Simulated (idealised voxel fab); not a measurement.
process module | voxel trench capacitor
cross-section cut | 240 nm wide | cells 5 nm
A cross-section is a grid of square cells, given in bands from the top down. A band is one or more rows of cells.
Each band's line starts with the height of the band's top and of its bottom, in nm. Then come its materials from left to right, each with its width in nm. One material with "throughout" fills the band from edge to edge. "air" is empty space.
Height 0 is the level under which the wafer as received is all one material. The lowest band goes on downwards, as in "0 down".
A width such as "30 to 40" changes by the same amount from each row of cells to the next, from the band's top row to its bottom row.
"no change" after a step means that no cell of the cross-section changed.
closed voids: empty space of 8 cells or more with no open way to the top, each as width x height at its distance from the left edge, in nm
after a step's settings: what the simulator itself notes on the step
overlay nm, on a step with a mask: how far to the right of its planned place the mask lay; to the left if negative
plan
1 op RECEIVE | material Si
2 op CONFORMAL_DEP | material SiN | thk nm 10
3 op MASKED_ETCH | tone open | mask id TRENCH | width nm 30 | pitch nm 60 | etch materials SiN | depth nm 10 | overlay nm 0
4 op MASKED_ETCH | tone open | mask id TRENCH | width nm 30 | pitch nm 60 | etch materials Si | depth nm 30 | overlay nm 0
5 op CONFORMAL_DEP | material Al2O3 | thk nm 5
6 op CONFORMAL_DEP | material TiN | thk nm 5
7 op FILL_DEP | material W | thk nm 10
8 op CMP | height nm 10
first wafer, as planned
as received, after step 1
  0 down: Si throughout
  closed voids: none
after step 2
  10 to 0: SiN throughout
  below 0: unchanged
after step 3
  10 to 0: SiN 45 | air 30 | SiN 30 | air 30 | SiN 30 | air 30 | SiN 45
  below 0: unchanged
after step 4
  10 to 0: SiN 45 | air 30 | SiN 30 | air 30 | SiN 30 | air 30 | SiN 45
  0 to -30: Si 45 | air 30 | Si 30 | air 30 | Si 30 | air 30 | Si 45
  below -30: unchanged
after step 5
  15 to 10: Al2O3 50 | air 20 | Al2O3 40 | air 20 | Al2O3 40 | air 20 | Al2O3 50
  10 to 0: SiN 45 | Al2O3 5 | air 20 | Al2O3 5 | SiN 30 | Al2O3 5 | air 20 | Al2O3 5 | SiN 30 | Al2O3 5 | air 20 | Al2O3 5 | SiN 45
  0 to -25: Si 45 | Al2O3 5 | air 20 | Al2O3 5 | Si 30 | Al2O3 5 | air 20 | Al2O3 5 | Si 30 | Al2O3 5 | air 20 | Al2O3 5 | Si 45
  -25 to -30: Si 45 | Al2O3 30 | Si 30 | Al2O3 30 | Si 30 | Al2O3 30 | Si 45
  below -30: unchanged
after step 6
  20 to 15: TiN 55 | air 10 | TiN 50 | air 10 | TiN 50 | air 10 | TiN 55
  15 to 10: Al2O3 50 | TiN 5 | air 10 | TiN 5 | Al2O3 40 | TiN 5 | air 10 | TiN 5 | Al2O3 40 | TiN 5 | air 10 | TiN 5 | Al2O3 50
  10 to 0: SiN 45 | Al2O3 5 | TiN 5 | air 10 | TiN 5 | Al2O3 5 | SiN 30 | Al2O3 5 | TiN 5 | air 10 | TiN 5 | Al2O3 5 | SiN 30 | Al2O3 5 | TiN 5 | air 10 | TiN 5 | Al2O3 5 | SiN 45
  0 to -20: Si 45 | Al2O3 5 | TiN 5 | air 10 | TiN 5 | Al2O3 5 | Si 30 | Al2O3 5 | TiN 5 | air 10 | TiN 5 | Al2O3 5 | Si 30 | Al2O3 5 | TiN 5 | air 10 | TiN 5 | Al2O3 5 | Si 45
  -20 to -25: Si 45 | Al2O3 5 | TiN 20 | Al2O3 5 | Si 30 | Al2O3 5 | TiN 20 | Al2O3 5 | Si 30 | Al2O3 5 | TiN 20 | Al2O3 5 | Si 45
  below -25: unchanged
after step 7
  30 to 20: W throughout
  20 to 15: TiN 55 | W 10 | TiN 50 | W 10 | TiN 50 | W 10 | TiN 55
  15 to 10: Al2O3 50 | TiN 5 | W 10 | TiN 5 | Al2O3 40 | TiN 5 | W 10 | TiN 5 | Al2O3 40 | TiN 5 | W 10 | TiN 5 | Al2O3 50
  10 to 0: SiN 45 | Al2O3 5 | TiN 5 | W 10 | TiN 5 | Al2O3 5 | SiN 30 | Al2O3 5 | TiN 5 | W 10 | TiN 5 | Al2O3 5 | SiN 30 | Al2O3 5 | TiN 5 | W 10 | TiN 5 | Al2O3 5 | SiN 45
  0 to -20: Si 45 | Al2O3 5 | TiN 5 | W 10 | TiN 5 | Al2O3 5 | Si 30 | Al2O3 5 | TiN 5 | W 10 | TiN 5 | Al2O3 5 | Si 30 | Al2O3 5 | TiN 5 | W 10 | TiN 5 | Al2O3 5 | Si 45
  below -20: unchanged
after step 8
  10 to 0: SiN 45 | Al2O3 5 | TiN 5 | W 10 | TiN 5 | Al2O3 5 | SiN 30 | Al2O3 5 | TiN 5 | W 10 | TiN 5 | Al2O3 5 | SiN 30 | Al2O3 5 | TiN 5 | W 10 | TiN 5 | Al2O3 5 | SiN 45
  below 0: unchanged
second wafer: like start, like plan, one mistake. Through step 4 it matches the first wafer
when step 5 should have ended
  15 to 10: TiN 50 | air 20 | TiN 40 | air 20 | TiN 40 | air 20 | TiN 50
  10 to 0: SiN 45 | TiN 5 | air 20 | TiN 5 | SiN 30 | TiN 5 | air 20 | TiN 5 | SiN 30 | TiN 5 | air 20 | TiN 5 | SiN 45
  0 to -25: Si 45 | TiN 5 | air 20 | TiN 5 | Si 30 | TiN 5 | air 20 | TiN 5 | Si 30 | TiN 5 | air 20 | TiN 5 | Si 45
  -25 to -30: Si 45 | TiN 30 | Si 30 | TiN 30 | Si 30 | TiN 30 | Si 45
  below -30: unchanged
when step 6 should have ended
  20 to 15: Al2O3 55 | air 10 | Al2O3 50 | air 10 | Al2O3 50 | air 10 | Al2O3 55
  15 to 10: TiN 50 | Al2O3 5 | air 10 | Al2O3 5 | TiN 40 | Al2O3 5 | air 10 | Al2O3 5 | TiN 40 | Al2O3 5 | air 10 | Al2O3 5 | TiN 50
  10 to 0: SiN 45 | TiN 5 | Al2O3 5 | air 10 | Al2O3 5 | TiN 5 | SiN 30 | TiN 5 | Al2O3 5 | air 10 | Al2O3 5 | TiN 5 | SiN 30 | TiN 5 | Al2O3 5 | air 10 | Al2O3 5 | TiN 5 | SiN 45
  0 to -20: Si 45 | TiN 5 | Al2O3 5 | air 10 | Al2O3 5 | TiN 5 | Si 30 | TiN 5 | Al2O3 5 | air 10 | Al2O3 5 | TiN 5 | Si 30 | TiN 5 | Al2O3 5 | air 10 | Al2O3 5 | TiN 5 | Si 45
  -20 to -25: Si 45 | TiN 5 | Al2O3 20 | TiN 5 | Si 30 | TiN 5 | Al2O3 20 | TiN 5 | Si 30 | TiN 5 | Al2O3 20 | TiN 5 | Si 45
  below -25: unchanged
when step 7 should have ended
  30 to 20: W throughout
  20 to 15: Al2O3 55 | W 10 | Al2O3 50 | W 10 | Al2O3 50 | W 10 | Al2O3 55
  15 to 10: TiN 50 | Al2O3 5 | W 10 | Al2O3 5 | TiN 40 | Al2O3 5 | W 10 | Al2O3 5 | TiN 40 | Al2O3 5 | W 10 | Al2O3 5 | TiN 50
  10 to 0: SiN 45 | TiN 5 | Al2O3 5 | W 10 | Al2O3 5 | TiN 5 | SiN 30 | TiN 5 | Al2O3 5 | W 10 | Al2O3 5 | TiN 5 | SiN 30 | TiN 5 | Al2O3 5 | W 10 | Al2O3 5 | TiN 5 | SiN 45
  0 to -20: Si 45 | TiN 5 | Al2O3 5 | W 10 | Al2O3 5 | TiN 5 | Si 30 | TiN 5 | Al2O3 5 | W 10 | Al2O3 5 | TiN 5 | Si 30 | TiN 5 | Al2O3 5 | W 10 | Al2O3 5 | TiN 5 | Si 45
  below -20: unchanged
when step 8 should have ended
  10 to 0: SiN 45 | TiN 5 | Al2O3 5 | W 10 | Al2O3 5 | TiN 5 | SiN 30 | TiN 5 | Al2O3 5 | W 10 | Al2O3 5 | TiN 5 | SiN 30 | TiN 5 | Al2O3 5 | W 10 | Al2O3 5 | TiN 5 | SiN 45
  below 0: unchanged
what went wrong: steps 5 and 6 were swapped
at the end the second wafer has, in cells: 12 fewer of Al2O3 | 12 more of TiN
